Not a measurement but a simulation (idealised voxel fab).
Process module under the name voxel capacitor over wiring
280 nm wide, 5 nm square cells: that's cross-section cut.
When this document writes out a cross-section, it uses a grid of square cells and lists it as bands, beginning at the top and moving down, with a band standing for one or more rows of cells.
Heights first: top, then bottom, in nm. Then materials, left to right, each with a width in nm. "full width" on a single material: fills the band edge to edge. "blank": empty space.
The reference from which all heights are counted is 0, the level beneath which the as-received wafer is entirely one material; the lowest band, having no lower bound, proceeds downward and is written after the example "0 -> down".
Width spec "30 to 40" -> top row of cells at first value, bottom row at second value, equal per-row change in between.
Take "nothing got changed" at face value: in the step it is given for, the cross-section changed in none of its cells.
Under "Enclosed voids" you'll find the enclosed gaps, the ones with no way out to the top, that are 8 cells or bigger; each reads width x height at distance, with distance counted from the left edge, everything in nm.
On each step's line, the part that comes after the settings is the simulator's own comment on the step.
On any step carrying a mask, the "overlay nm" setting, if present on the step's line, tells how far right of its planned place the mask lay; negative values point to the left.

### Below is the list of planned process steps
1 RECEIVE with material Si
2 CONFORMAL_DEP with material SiO2, thk nm 10
3 CONFORMAL_DEP with material SiCN, thk nm 5
4 DIRECTIONAL_DEP with material lowk, thk nm 25
5 PATTERN with tone open, mask id METAL_1, material resist, width nm 25, pitch nm 90, thk nm 15, overlay nm 0
6 DIRECTIONAL_ETCH with etch materials lowk, depth nm 25
7 DIRECTIONAL_ETCH with etch materials SiCN, depth nm 5
8 STRIP with etch materials resist
9 CONFORMAL_DEP with material TiN, thk nm 5
10 FILL_DEP with material Cu, thk nm 10
11 CMP with height nm 40
12 CONFORMAL_DEP with material SiCN, thk nm 5
13 DIRECTIONAL_DEP with material SiO2, thk nm 15
14 DIRECTIONAL_DEP with material aC, thk nm 10
15 PATTERN with tone open, mask id PLUG_1, material resist, width nm 15, thk nm 30, overlay nm 0
16 DIRECTIONAL_ETCH with etch materials aC, depth nm 10
17 STRIP with etch materials resist
18 DIRECTIONAL_ETCH with etch materials SiO2, depth nm 15
19 DIRECTIONAL_ETCH with etch materials SiCN, depth nm 5
20 STRIP with etch materials aC
21 EPI with material Ru, thk nm 10
22 EPI with material Ru, thk nm 10
23 DIRECTIONAL_DEP with material TiN, thk nm 10
24 DIRECTIONAL_DEP with material HfO2, thk nm 5
25 DIRECTIONAL_DEP with material TiN, thk nm 10
26 MASKED_ETCH with tone cover, mask id UPPER_PLATE, width nm 70, etch materials TiN, depth nm 10, overlay nm 0
27 MASKED_ETCH with tone cover, mask id UPPER_PLATE, width nm 70, etch materials HfO2, depth nm 5, overlay nm 0
28 MASKED_ETCH with tone cover, mask id LOWER_PLATE, width nm 80, etch materials TiN, depth nm 10, overlay nm 0
29 FILL_DEP with material SiO2, thk nm 20
30 CMP with height nm 100
31 PATTERN with tone open, mask id PLUG_2, material resist, width nm 15, thk nm 20, overlay nm 0
32 DIRECTIONAL_ETCH with etch materials SiO2, depth nm 15
33 STRIP with etch materials resist
34 CONFORMAL_DEP with material TiN, thk nm 5
35 FILL_DEP with material Ru, thk nm 5
36 CMP with height nm 100
37 CONFORMAL_DEP with material SiN, thk nm 5

### First wafer out of two, processed as planned

### The cross-section here shows the wafer as received, i.e. in its state after step 1
- 0 -> down = Si full width
- Enclosed voids: none

### Step 2 complete: cross-section through the wafer
- 10 -> 0 = SiO2 full width
- Under the height 0 nothing was changed.

### Step 3 complete: cross-section through the wafer
- 15 -> 10 = SiCN full width
- Under the height 10 nothing was changed.

### Step 4 complete: cross-section through the wafer
- 40 -> 15 = lowk full width
- Under the height 15 nothing was changed.

### Step 5 complete: cross-section through the wafer
- 55 -> 40 = resist 80 | blank 25 | resist 65 | blank 25 | resist 85
- Under the height 40 nothing was changed.

### Step 6 complete: cross-section through the wafer
- 55 -> 40 = resist 80 | blank 25 | resist 65 | blank 25 | resist 85
- 40 -> 15 = lowk 80 | blank 25 | lowk 65 | blank 25 | lowk 85
- Under the height 15 nothing was changed.

### Step 7 complete: cross-section through the wafer
- 55 -> 40 = resist 80 | blank 25 | resist 65 | blank 25 | resist 85
- 40 -> 15 = lowk 80 | blank 25 | lowk 65 | blank 25 | lowk 85
- 15 -> 10 = SiCN 80 | blank 25 | SiCN 65 | blank 25 | SiCN 85
- Under the height 10 nothing was changed.

### Step 8 complete: cross-section through the wafer
- 40 -> 15 = lowk 80 | blank 25 | lowk 65 | blank 25 | lowk 85
- Under the height 15 nothing was changed.

### Step 9 complete: cross-section through the wafer
- 45 -> 40 = TiN 85 | blank 15 | TiN 75 | blank 15 | TiN 90
- 40 -> 15 = lowk 80 | TiN 5 | blank 15 | TiN 5 | lowk 65 | TiN 5 | blank 15 | TiN 5 | lowk 85
- 15 -> 10 = SiCN 80 | TiN 25 | SiCN 65 | TiN 25 | SiCN 85
- Under the height 10 nothing was changed.

### Step 10 complete: cross-section through the wafer
- 55 -> 45 = Cu full width
- 45 -> 40 = TiN 85 | Cu 15 | TiN 75 | Cu 15 | TiN 90
- 40 -> 15 = lowk 80 | TiN 5 | Cu 15 | TiN 5 | lowk 65 | TiN 5 | Cu 15 | TiN 5 | lowk 85
- Under the height 15 nothing was changed.

### Step 11 complete: cross-section through the wafer
- 40 -> 15 = lowk 80 | TiN 5 | Cu 15 | TiN 5 | lowk 65 | TiN 5 | Cu 15 | TiN 5 | lowk 85
- Under the height 15 nothing was changed.

### Step 12 complete: cross-section through the wafer
- 45 -> 40 = SiCN full width
- Under the height 40 nothing was changed.

### Step 13 complete: cross-section through the wafer
- 60 -> 45 = SiO2 full width
- Under the height 45 nothing was changed.

### Step 14 complete: cross-section through the wafer
- 70 -> 60 = aC full width
- Under the height 60 nothing was changed.

### Step 15 complete: cross-section through the wafer
- 100 -> 70 = resist 90 | blank 15 | resist 175
- Under the height 70 nothing was changed.

### Step 16 complete: cross-section through the wafer
- 90 -> 70 = resist 90 | blank 15 | resist 175
- 70 -> 60 = aC 90 | blank 15 | aC 175
- Under the height 60 nothing was changed.

### Step 17 complete: cross-section through the wafer
- 70 -> 60 = aC 90 | blank 15 | aC 175
- Under the height 60 nothing was changed.

### Step 18 complete: cross-section through the wafer
- 70 -> 60 = aC 90 | blank 15 | aC 175
- 60 -> 45 = SiO2 90 | blank 15 | SiO2 175
- Under the height 45 nothing was changed.

### Step 19 complete: cross-section through the wafer
- 70 -> 60 = aC 90 | blank 15 | aC 175
- 60 -> 45 = SiO2 90 | blank 15 | SiO2 175
- 45 -> 40 = SiCN 90 | blank 15 | SiCN 175
- Under the height 40 nothing was changed.

### Step 20 complete: cross-section through the wafer
- 60 -> 45 = SiO2 90 | blank 15 | SiO2 175
- Under the height 45 nothing was changed.

### Step 21 complete: cross-section through the wafer
- 60 -> 50 = SiO2 90 | blank 15 | SiO2 175
- 50 -> 45 = SiO2 90 | Ru 15 | SiO2 175
- 45 -> 40 = SiCN 90 | Ru 15 | SiCN 175
- Under the height 40 nothing was changed.

### Step 22 complete: cross-section through the wafer
- 60 -> 45 = SiO2 90 | Ru 15 | SiO2 175
- Under the height 45 nothing was changed.

### Step 23 complete: cross-section through the wafer
- 70 -> 60 = TiN full width
- Under the height 60 nothing was changed.

### Step 24 complete: cross-section through the wafer
- 75 -> 70 = HfO2 full width
- Under the height 70 nothing was changed.

### Step 25 complete: cross-section through the wafer
- 85 -> 75 = TiN full width
- Under the height 75 nothing was changed.

### Step 26 complete: cross-section through the wafer
- 85 -> 75 = blank 90 | TiN 70 | blank 120
- Under the height 75 nothing was changed.

### Step 27 complete: cross-section through the wafer
- 85 -> 75 = blank 90 | TiN 70 | blank 120
- 75 -> 70 = blank 90 | HfO2 70 | blank 120
- Under the height 70 nothing was changed.

### Step 28 complete: cross-section through the wafer
- 85 -> 75 = blank 90 | TiN 70 | blank 120
- 75 -> 70 = blank 90 | HfO2 70 | blank 120
- 70 -> 60 = blank 85 | TiN 80 | blank 115
- Under the height 60 nothing was changed.

### Step 29 complete: cross-section through the wafer
- 105 -> 85 = SiO2 full width
- 85 -> 75 = SiO2 90 | TiN 70 | SiO2 120
- 75 -> 70 = SiO2 90 | HfO2 70 | SiO2 120
- 70 -> 60 = SiO2 85 | TiN 80 | SiO2 115
- Under the height 60 nothing was changed.

### Step 30 complete: cross-section through the wafer
- 100 -> 85 = SiO2 full width
- Under the height 85 nothing was changed.

### Step 31 complete: cross-section through the wafer
- 120 -> 100 = resist 100 | blank 15 | resist 165
- Under the height 100 nothing was changed.

### Step 32 complete: cross-section through the wafer
- 120 -> 100 = resist 100 | blank 15 | resist 165
- 100 -> 85 = SiO2 100 | blank 15 | SiO2 165
- Under the height 85 nothing was changed.

### Step 33 complete: cross-section through the wafer
- 100 -> 85 = SiO2 100 | blank 15 | SiO2 165
- Under the height 85 nothing was changed.

### Step 34 complete: cross-section through the wafer
- 105 -> 100 = TiN 105 | blank 5 | TiN 170
- 100 -> 90 = SiO2 100 | TiN 5 | blank 5 | TiN 5 | SiO2 165
- 90 -> 85 = SiO2 100 | TiN 15 | SiO2 165
- Under the height 85 nothing was changed.

### Step 35 complete: cross-section through the wafer
- 110 -> 105 = Ru full width
- 105 -> 100 = TiN 105 | Ru 5 | TiN 170
- 100 -> 90 = SiO2 100 | TiN 5 | Ru 5 | TiN 5 | SiO2 165
- Under the height 90 nothing was changed.

### Step 36 complete: cross-section through the wafer
- 100 -> 90 = SiO2 100 | TiN 5 | Ru 5 | TiN 5 | SiO2 165
- Under the height 90 nothing was changed.

### Step 37 complete: cross-section through the wafer
- 105 -> 100 = SiN full width
- Under the height 100 nothing was changed.

### The second wafer was prepared from the same starting point and under the same plan as the first; its processing contained one mistake, and it remains indistinguishable from the first wafer up to and including step 10

### Second wafer, cut view, end of step 11 per plan
- 45 -> 40 = TiN 85 | Cu 15 | TiN 75 | Cu 15 | TiN 90
- Under the height 40 nothing was changed.

### Second wafer, cut view, end of step 12 per plan
- 50 -> 45 = SiCN full width
- Under the height 45 nothing was changed.

### Second wafer, cut view, end of step 13 per plan
- 65 -> 50 = SiO2 full width
- Under the height 50 nothing was changed.

### Second wafer, cut view, end of step 14 per plan
- 75 -> 65 = aC full width
- Under the height 65 nothing was changed.

### Second wafer, cut view, end of step 15 per plan
- 105 -> 75 = resist 90 | blank 15 | resist 175
- Under the height 75 nothing was changed.

### Second wafer, cut view, end of step 16 per plan
- 95 -> 75 = resist 90 | blank 15 | resist 175
- 75 -> 65 = aC 90 | blank 15 | aC 175
- Under the height 65 nothing was changed.

### Second wafer, cut view, end of step 17 per plan
- 75 -> 65 = aC 90 | blank 15 | aC 175
- Under the height 65 nothing was changed.

### Second wafer, cut view, end of step 18 per plan
- 75 -> 65 = aC 90 | blank 15 | aC 175
- 65 -> 50 = SiO2 90 | blank 15 | SiO2 175
- Under the height 50 nothing was changed.

### Second wafer, cut view, end of step 19 per plan
- 75 -> 65 = aC 90 | blank 15 | aC 175
- 65 -> 50 = SiO2 90 | blank 15 | SiO2 175
- 50 -> 45 = SiCN 90 | blank 15 | SiCN 175
- Under the height 45 nothing was changed.

### Second wafer, cut view, end of step 20 per plan
- 65 -> 50 = SiO2 90 | blank 15 | SiO2 175
- Under the height 50 nothing was changed.

### Second wafer, cut view, end of step 21 per plan
- 65 -> 55 = SiO2 90 | blank 15 | SiO2 175
- 55 -> 50 = SiO2 90 | Ru 15 | SiO2 175
- 50 -> 45 = SiCN 90 | Ru 15 | SiCN 175
- Under the height 45 nothing was changed.

### Second wafer, cut view, end of step 22 per plan
- 65 -> 50 = SiO2 90 | Ru 15 | SiO2 175
- Under the height 50 nothing was changed.

### Second wafer, cut view, end of step 23 per plan
- 75 -> 65 = TiN full width
- Under the height 65 nothing was changed.

### Second wafer, cut view, end of step 24 per plan
- 80 -> 75 = HfO2 full width
- Under the height 75 nothing was changed.

### Second wafer, cut view, end of step 25 per plan
- 90 -> 80 = TiN full width
- Under the height 80 nothing was changed.

### Second wafer, cut view, end of step 26 per plan
- 90 -> 80 = blank 90 | TiN 70 | blank 120
- Under the height 80 nothing was changed.

### Second wafer, cut view, end of step 27 per plan
- 90 -> 80 = blank 90 | TiN 70 | blank 120
- 80 -> 75 = blank 90 | HfO2 70 | blank 120
- Under the height 75 nothing was changed.

### Second wafer, cut view, end of step 28 per plan
- 90 -> 80 = blank 90 | TiN 70 | blank 120
- 80 -> 75 = blank 90 | HfO2 70 | blank 120
- 75 -> 65 = blank 85 | TiN 80 | blank 115
- Under the height 65 nothing was changed.

### Second wafer, cut view, end of step 29 per plan
- 110 -> 90 = SiO2 full width
- 90 -> 80 = SiO2 90 | TiN 70 | SiO2 120
- 80 -> 75 = SiO2 90 | HfO2 70 | SiO2 120
- 75 -> 65 = SiO2 85 | TiN 80 | SiO2 115
- Under the height 65 nothing was changed.

### Second wafer, cut view, end of step 30 per plan
- 100 -> 90 = SiO2 full width
- Under the height 90 nothing was changed.

### Second wafer, cut view, end of step 31 per plan
- 120 -> 100 = resist 100 | blank 15 | resist 165
- Under the height 100 nothing was changed.

### Second wafer, cut view, end of step 32 per plan
- 120 -> 100 = resist 100 | blank 15 | resist 165
- 100 -> 90 = SiO2 100 | blank 15 | SiO2 165
- Under the height 90 nothing was changed.

### Second wafer, cut view, end of step 33 per plan
- 100 -> 90 = SiO2 100 | blank 15 | SiO2 165
- Under the height 90 nothing was changed.

### Second wafer, cut view, end of step 34 per plan
- 105 -> 100 = TiN 105 | blank 5 | TiN 170
- 100 -> 95 = SiO2 100 | TiN 5 | blank 5 | TiN 5 | SiO2 165
- 95 -> 90 = SiO2 100 | TiN 15 | SiO2 165
- Under the height 90 nothing was changed.

### Second wafer, cut view, end of step 35 per plan
- 110 -> 105 = Ru full width
- 105 -> 100 = TiN 105 | Ru 5 | TiN 170
- 100 -> 95 = SiO2 100 | TiN 5 | Ru 5 | TiN 5 | SiO2 165
- Under the height 95 nothing was changed.

### Second wafer, cut view, end of step 36 per plan
- 100 -> 95 = SiO2 100 | TiN 5 | Ru 5 | TiN 5 | SiO2 165
- Under the height 95 nothing was changed.

### Second wafer, cut view, end of step 37 per plan
- 105 -> 100 = SiN full width
- Under the height 100 nothing was changed.
Error vs. plan: step 11 ran with different settings than intended, the actual operation and settings being CMP with height nm 45
Counted in cells at the end, the second wafer holds more or fewer of these materials than the first: +6 Cu; -1 Ru; -53 SiO2; +48 TiN
